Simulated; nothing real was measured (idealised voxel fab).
Title: Process Module voxel transistor to metal
Cross-section cut spans 175 nm and uses square cells 5 nm in size.
We lay out every cross-section as a grid of square cells and spell it out in bands from the top down, where one band means one or more rows of cells. Band entry format. Leading values: height of top, height of bottom, nm. Remainder: materials in left-to-right order, each with its width in nm. Special words: "full width" on a single material, which then fills the band edge to edge; "blank", empty space. Ref level 0: as-received wafer is one material below here. Bottom band extends down with no lower bound ("0 nm and below"). The notation "30..40" denotes a width that varies across the rows of cells in the band, beginning at the first number in the top row, finishing at the second number in the bottom row, and changing by an identical amount from each row to the next. No cell of the cross-section changed in a step that is given as "stayed the same". For the entry "Cavities, closed", the listed items are empty spaces with no open way to the top whose size is 8 cells or more; each item follows the pattern width x height at distance, where distance is from the left edge and all three are in nm. That trailing text on a step's line, after the settings, is the simulator's own remark on the step. Steps that use a mask can have "overlay nm" on their line. It says how far the mask sat to the right of where it was meant to be. Negative means to the left.

Process steps (planned)
1. RECEIVE,material Si
2. OXIDIZE,depth nm 5
3. CONFORMAL_DEP,material SiN,thk nm 15
4. PATTERN,tone cover,mask id ACTIVE,material resist,width nm 105,thk nm 15,overlay nm 0
5. DIRECTIONAL_ETCH,etch materials SiN,depth nm 15
6. DIRECTIONAL_ETCH,etch materials SiO2,depth nm 5
7. DIRECTIONAL_ETCH,etch materials Si,depth nm 30
8. STRIP,etch materials resist
9. OXIDIZE,depth nm 5
10. FILL_DEP,material SiO2,thk nm 15
11. CMP,height nm 15
12. SELECTIVE_ETCH,etch materials SiO2,depth nm 5
13. STRIP,etch materials SiN
14. SELECTIVE_ETCH,etch materials SiO2,depth nm 5
15. OXIDIZE,depth nm 5
16. DIRECTIONAL_DEP,material polySi,thk nm 30
17. DIRECTIONAL_DEP,material SiCN,thk nm 10
18. DIRECTIONAL_DEP,material aC,thk nm 10
19. PATTERN,tone cover,mask id GATE,material resist,width nm 25,thk nm 30,overlay nm 0
20. DIRECTIONAL_ETCH,etch materials aC,depth nm 10
21. STRIP,etch materials resist
22. DIRECTIONAL_ETCH,etch materials SiCN,depth nm 20
23. DIRECTIONAL_ETCH,etch materials polySi,depth nm 40
24. STRIP,etch materials aC
25. CONFORMAL_DEP,material SiN,thk nm 10
26. DIRECTIONAL_ETCH,etch materials SiN,depth nm 10
27. DIRECTIONAL_ETCH,etch materials SiO2,depth nm 5
28. DIRECTIONAL_ETCH,etch materials Si,depth nm 10
29. EPI,material SiGe,thk nm 10
30. FILL_DEP,material SiO2,thk nm 10
31. CMP,height nm 25
32. STRIP,etch materials polySi
33. SELECTIVE_ETCH,etch materials SiO2,depth nm 5
34. CONFORMAL_DEP,material HfO2,thk nm 5
35. CONFORMAL_DEP,material TiN,thk nm 5
36. FILL_DEP,material W,thk nm 5
37. CMP,height nm 20
38. DIRECTIONAL_DEP,material SiO2,thk nm 15
39. MASKED_ETCH,tone open,mask id CONTACT,width nm 20,pitch nm 75,etch materials SiO2,depth nm 45,overlay nm 0
40. CONFORMAL_DEP,material TiN,thk nm 5
41. FILL_DEP,material Ru,thk nm 5
42. CMP,height nm 35
43. DIRECTIONAL_DEP,material TiN,thk nm 5
44. DIRECTIONAL_DEP,material W,thk nm 25
45. DIRECTIONAL_DEP,material aC,thk nm 15
46. PATTERN,tone cover,mask id METAL_1,material resist,width nm 20,pitch nm 75,thk nm 35,overlay nm 0
47. DIRECTIONAL_ETCH,etch materials aC,depth nm 15
48. STRIP,etch materials resist
49. DIRECTIONAL_ETCH,etch materials W,depth nm 25
50. DIRECTIONAL_ETCH,etch materials TiN,depth nm 5
51. STRIP,etch materials aC
52. FILL_DEP,material SiO2,thk nm 5
53. CMP,height nm 65
54. CONFORMAL_DEP,material SiCN,thk nm 5
55. DIRECTIONAL_DEP,material lowk,thk nm 30
56. DIRECTIONAL_DEP,material aC,thk nm 15
57. PATTERN,tone open,mask id METAL_2,material resist,width nm 20,pitch nm 75,thk nm 30,overlay nm 0
58. DIRECTIONAL_ETCH,etch materials aC,depth nm 15
59. STRIP,etch materials resist
60. DIRECTIONAL_ETCH,etch materials lowk,depth nm 15
61. STRIP,etch materials aC
62. DIRECTIONAL_DEP,material aC,thk nm 15
63. PATTERN,tone open,mask id METAL_2_HOLES,material resist,width nm 15,pitch nm 75,thk nm 30,overlay nm 0
64. DIRECTIONAL_ETCH,etch materials aC,depth nm 15
65. STRIP,etch materials resist
66. DIRECTIONAL_ETCH,etch materials lowk,depth nm 15
67. DIRECTIONAL_ETCH,etch materials SiCN,depth nm 5
68. STRIP,etch materials aC
69. CONFORMAL_DEP,material TiN,thk nm 5
70. FILL_DEP,material Cu,thk nm 5
71. CMP,height nm 100
72. CONFORMAL_DEP,material SiN,thk nm 5

Wafer as received: cross-section following step 1
> 0 nm and below: Si full width
> Cavities, closed: none

a wafer at the end: this start, this plan, one mistake
> 105 nm to 100 nm: SiN full width
> 100 nm to 90 nm: lowk: 40  TiN: 5  Cu: 10  TiN: 5  lowk: 55  TiN: 5  Cu: 10  TiN: 5  lowk: 40
> 90 nm to 85 nm: lowk: 40  TiN: 5  Cu: 5  TiN: 10  lowk: 55  TiN: 5  Cu: 5  TiN: 10  lowk: 40
> 85 nm to 70 nm: lowk: 40  TiN: 5  Cu: 5  TiN: 5  lowk: 60  TiN: 5  Cu: 5  TiN: 5  lowk: 45
> 70 nm to 65 nm: SiCN: 40  TiN: 15  SiCN: 60  TiN: 15  SiCN: 45
> 65 nm to 40 nm: SiO2: 40  W: 20  SiO2: 55  W: 20  SiO2: 40
> 40 nm to 35 nm: SiO2: 40  TiN: 20  SiO2: 55  TiN: 20  SiO2: 40
> 35 nm to 20 nm: SiO2: 40  TiN: 5  Ru: 10  TiN: 5  SiO2: 55  TiN: 5  Ru: 10  TiN: 5  SiO2: 40
> 20 nm to 5 nm: SiO2: 40  TiN: 5  Ru: 10  TiN: 5  SiO2: 5  SiN: 10  TiN: 5  HfO2: 5  W: 5  HfO2: 5  TiN: 5  SiN: 10  SiO2: 5  TiN: 5  Ru: 10  TiN: 5  SiO2: 40
> 5 nm to 0 nm: SiO2: 30  SiN: 10  TiN: 5  Ru: 5  TiN: 10  SiO2: 5  SiN: 10  TiN: 5  HfO2: 5  W: 5  HfO2: 5  TiN: 5  SiN: 10  SiO2: 5  TiN: 10  Ru: 5  TiN: 5  SiN: 10  SiO2: 30
> 0 nm to -5 nm: SiO2: 30  SiN: 10  TiN: 5  Ru: 5  TiN: 5  SiGe: 10  SiN: 10  TiN: 5  HfO2: 15  TiN: 5  SiN: 10  SiGe: 10  TiN: 5  Ru: 5  TiN: 5  SiN: 10  SiO2: 30
> -5 nm to -10 nm: SiO2: 40  TiN: 15  SiGe: 10  SiO2: 5  TiN: 35  SiO2: 5  SiGe: 10  TiN: 15  SiO2: 40
> -10 nm to -20 nm: SiO2: 40  SiGe: 25  Si: 45  SiGe: 25  SiO2: 40
> -20 nm to -40 nm: SiO2: 40  Si: 95  SiO2: 40
> -40 nm and below: Si full width
> Cavities, closed: none
Want to know what went wrong? it was found that steps 34 and 35 of the process plan had been performed in exchanged positions
